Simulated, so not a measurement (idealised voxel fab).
process module | voxel capacitor over wiring
cross-section cut | 235 nm wide | cells 5 nm
A cross-section is a grid of square cells, given in bands from the top down. A band is one or more rows of cells.
Each band's line starts with the height of the band's top and of its bottom, in nm. Then come its materials from left to right, each with its width in nm. One material with "throughout" fills the band from edge to edge. "air" is empty space.
Height 0 is the level under which the wafer as received is all one material. The lowest band goes on downwards, as in "0 down".
A width such as "30 to 40" changes by the same amount from each row of cells to the next, from the band's top row to its bottom row.
"no change" after a step means that no cell of the cross-section changed.
closed voids: empty space of 8 cells or more with no open way to the top, each as width x height at its distance from the left edge, in nm
after a step's settings: what the simulator itself notes on the step
overlay nm, on a step with a mask: how far to the right of its planned place the mask lay; to the left if negative
plan
1 op RECEIVE | material Si
2 op CONFORMAL_DEP | material SiO2 | thk nm 15
3 op CONFORMAL_DEP | material SiCN | thk nm 5
4 op DIRECTIONAL_DEP | material lowk | thk nm 20
5 op DIRECTIONAL_DEP | material aC | thk nm 10
6 op PATTERN | tone open | mask id METAL_1 | material resist | width nm 25 | pitch nm 85 | thk nm 25 | overlay nm 0
7 op DIRECTIONAL_ETCH | etch materials aC | depth nm 10
8 op STRIP | etch materials resist
9 op DIRECTIONAL_ETCH | etch materials lowk | depth nm 20
10 op DIRECTIONAL_ETCH | etch materials SiCN | depth nm 5
11 op STRIP | etch materials aC
12 op CONFORMAL_DEP | material TiN | thk nm 5
13 op FILL_DEP | material Cu | thk nm 10
14 op CMP | height nm 40
15 op CONFORMAL_DEP | material SiCN | thk nm 5
16 op DIRECTIONAL_DEP | material SiO2 | thk nm 15
17 op PATTERN | tone open | mask id PLUG_1 | material resist | width nm 15 | thk nm 20 | overlay nm 0
18 op DIRECTIONAL_ETCH | etch materials SiO2 | depth nm 15
19 op DIRECTIONAL_ETCH | etch materials SiCN | depth nm 5
20 op STRIP | etch materials resist
21 op CONFORMAL_DEP | material TiN | thk nm 5
22 op FILL_DEP | material Ru | thk nm 10
23 op CMP | height nm 60
24 op DIRECTIONAL_DEP | material TiN | thk nm 5
25 op DIRECTIONAL_DEP | material HfO2 | thk nm 5
26 op DIRECTIONAL_DEP | material TiN | thk nm 5
27 op PATTERN | tone cover | mask id UPPER_PLATE | material resist | width nm 65 | thk nm 20 | overlay nm 0
28 op DIRECTIONAL_ETCH | etch materials TiN | depth nm 5
29 op DIRECTIONAL_ETCH | etch materials HfO2 | depth nm 5
30 op STRIP | etch materials resist
31 op MASKED_ETCH | tone cover | mask id LOWER_PLATE | width nm 75 | etch materials TiN | depth nm 5 | overlay nm 0
32 op FILL_DEP | material SiO2 | thk nm 15
33 op CMP | height nm 85
34 op PATTERN | tone open | mask id PLUG_2 | material resist | width nm 15 | thk nm 20 | overlay nm 0
35 op DIRECTIONAL_ETCH | etch materials SiO2 | depth nm 10
36 op STRIP | etch materials resist
37 op CONFORMAL_DEP | material TiN | thk nm 5
38 op FILL_DEP | material W | thk nm 5
39 op CMP | height nm 85
40 op CONFORMAL_DEP | material SiN | thk nm 5
first wafer, as planned
as received, after step 1
  0 down: Si throughout
  closed voids: none
after step 2
  15 to 0: SiO2 throughout
  below 0: unchanged
after step 3
  20 to 15: SiCN throughout
  below 15: unchanged
after step 4
  40 to 20: lowk throughout
  below 20: unchanged
after step 5
  50 to 40: aC throughout
  below 40: unchanged
after step 6
  75 to 50: resist 60 | air 25 | resist 60 | air 25 | resist 65
  below 50: unchanged
after step 7
  65 to 50: resist 60 | air 25 | resist 60 | air 25 | resist 65
  50 to 40: aC 60 | air 25 | aC 60 | air 25 | aC 65
  below 40: unchanged
after step 8
  50 to 40: aC 60 | air 25 | aC 60 | air 25 | aC 65
  below 40: unchanged
after step 9
  50 to 40: aC 60 | air 25 | aC 60 | air 25 | aC 65
  40 to 20: lowk 60 | air 25 | lowk 60 | air 25 | lowk 65
  below 20: unchanged
after step 10
  50 to 40: aC 60 | air 25 | aC 60 | air 25 | aC 65
  40 to 20: lowk 60 | air 25 | lowk 60 | air 25 | lowk 65
  20 to 15: SiCN 60 | air 25 | SiCN 60 | air 25 | SiCN 65
  below 15: unchanged
after step 11
  40 to 20: lowk 60 | air 25 | lowk 60 | air 25 | lowk 65
  below 20: unchanged
after step 12
  45 to 40: TiN 65 | air 15 | TiN 70 | air 15 | TiN 70
  40 to 20: lowk 60 | TiN 5 | air 15 | TiN 5 | lowk 60 | TiN 5 | air 15 | TiN 5 | lowk 65
  20 to 15: SiCN 60 | TiN 25 | SiCN 60 | TiN 25 | SiCN 65
  below 15: unchanged
after step 13
  55 to 45: Cu throughout
  45 to 40: TiN 65 | Cu 15 | TiN 70 | Cu 15 | TiN 70
  40 to 20: lowk 60 | TiN 5 | Cu 15 | TiN 5 | lowk 60 | TiN 5 | Cu 15 | TiN 5 | lowk 65
  below 20: unchanged
after step 14
  40 to 20: lowk 60 | TiN 5 | Cu 15 | TiN 5 | lowk 60 | TiN 5 | Cu 15 | TiN 5 | lowk 65
  below 20: unchanged
after step 15
  45 to 40: SiCN throughout
  below 40: unchanged
after step 16
  60 to 45: SiO2 throughout
  below 45: unchanged
after step 17
  80 to 60: resist 70 | air 15 | resist 150
  below 60: unchanged
after step 18
  80 to 60: resist 70 | air 15 | resist 150
  60 to 45: SiO2 70 | air 15 | SiO2 150
  below 45: unchanged
after step 19
  80 to 60: resist 70 | air 15 | resist 150
  60 to 45: SiO2 70 | air 15 | SiO2 150
  45 to 40: SiCN 70 | air 15 | SiCN 150
  below 40: unchanged
after step 20
  60 to 45: SiO2 70 | air 15 | SiO2 150
  below 45: unchanged
after step 21
  65 to 60: TiN 75 | air 5 | TiN 155
  60 to 45: SiO2 70 | TiN 5 | air 5 | TiN 5 | SiO2 150
  45 to 40: SiCN 70 | TiN 15 | SiCN 150
  below 40: unchanged
after step 22
  75 to 65: Ru throughout
  65 to 60: TiN 75 | Ru 5 | TiN 155
  60 to 45: SiO2 70 | TiN 5 | Ru 5 | TiN 5 | SiO2 150
  below 45: unchanged
after step 23
  60 to 45: SiO2 70 | TiN 5 | Ru 5 | TiN 5 | SiO2 150
  below 45: unchanged
after step 24
  65 to 60: TiN throughout
  below 60: unchanged
after step 25
  70 to 65: HfO2 throughout
  below 65: unchanged
after step 26
  75 to 70: TiN throughout
  below 70: unchanged
after step 27
  95 to 75: air 70 | resist 65 | air 100
  below 75: unchanged
after step 28
  95 to 75: air 70 | resist 65 | air 100
  75 to 70: air 70 | TiN 65 | air 100
  below 70: unchanged
after step 29
  95 to 75: air 70 | resist 65 | air 100
  75 to 70: air 70 | TiN 65 | air 100
  70 to 65: air 70 | HfO2 65 | air 100
  below 65: unchanged
after step 30
  75 to 70: air 70 | TiN 65 | air 100
  below 70: unchanged
after step 31
  75 to 70: air 70 | TiN 65 | air 100
  70 to 65: air 70 | HfO2 65 | air 100
  65 to 60: air 65 | TiN 75 | air 95
  below 60: unchanged
after step 32
  90 to 75: SiO2 throughout
  75 to 70: SiO2 70 | TiN 65 | SiO2 100
  70 to 65: SiO2 70 | HfO2 65 | SiO2 100
  65 to 60: SiO2 65 | TiN 75 | SiO2 95
  below 60: unchanged
after step 33
  85 to 75: SiO2 throughout
  below 75: unchanged
after step 34
  105 to 85: resist 80 | air 15 | resist 140
  below 85: unchanged
after step 35
  105 to 85: resist 80 | air 15 | resist 140
  85 to 75: SiO2 80 | air 15 | SiO2 140
  below 75: unchanged
after step 36
  85 to 75: SiO2 80 | air 15 | SiO2 140
  below 75: unchanged
after step 37
  90 to 85: TiN 85 | air 5 | TiN 145
  85 to 80: SiO2 80 | TiN 5 | air 5 | TiN 5 | SiO2 140
  80 to 70: SiO2 80 to 70 | TiN 15 to 65 | SiO2 140 to 100
  below 70: unchanged
after step 38
  95 to 90: W throughout
  90 to 85: TiN 85 | W 5 | TiN 145
  85 to 80: SiO2 80 | TiN 5 | W 5 | TiN 5 | SiO2 140
  below 80: unchanged
after step 39
  85 to 80: SiO2 80 | TiN 5 | W 5 | TiN 5 | SiO2 140
  below 80: unchanged
after step 40
  90 to 85: SiN throughout
  below 85: unchanged
second wafer: like start, like plan, one mistake. Through step 24 it matches the first wafer
when step 25 should have ended: no change
when step 26 should have ended
  70 to 60: TiN throughout
  below 60: unchanged
when step 27 should have ended
  90 to 70: air 70 | resist 65 | air 100
  below 70: unchanged
when step 28 should have ended
  90 to 70: air 70 | resist 65 | air 100
  70 to 65: air 70 | TiN 65 | air 100
  below 65: unchanged
when step 29 should have ended: no change
when step 30 should have ended
  70 to 65: air 70 | TiN 65 | air 100
  below 65: unchanged
when step 31 should have ended
  70 to 60: air 70 to 65 | TiN 65 to 75 | air 100 to 95
  below 60: unchanged
when step 32 should have ended
  85 to 70: SiO2 throughout
  70 to 60: SiO2 70 to 65 | TiN 65 to 75 | SiO2 100 to 95
  below 60: unchanged
when step 33 should have ended: no change
when step 34 should have ended
  105 to 85: resist 80 | air 15 | resist 140
  below 85: unchanged
when step 35 should have ended
  105 to 85: resist 80 | air 15 | resist 140
  85 to 75: SiO2 80 | air 15 | SiO2 140
  below 75: unchanged
when step 36 should have ended
  85 to 75: SiO2 80 | air 15 | SiO2 140
  below 75: unchanged
when step 37 should have ended
  90 to 85: TiN 85 | air 5 | TiN 145
  85 to 80: SiO2 80 | TiN 5 | air 5 | TiN 5 | SiO2 140
  80 to 75: SiO2 80 | TiN 15 | SiO2 140
  below 75: unchanged
when step 38 should have ended
  95 to 90: W throughout
  90 to 85: TiN 85 | W 5 | TiN 145
  85 to 80: SiO2 80 | TiN 5 | W 5 | TiN 5 | SiO2 140
  below 80: unchanged
when step 39 should have ended
  85 to 80: SiO2 80 | TiN 5 | W 5 | TiN 5 | SiO2 140
  below 80: unchanged
when step 40 should have ended
  90 to 85: SiN throughout
  below 85: unchanged
what went wrong: step 25 was left out
at the end the second wafer has, in cells: 13 fewer of HfO2 | 13 more of SiO2
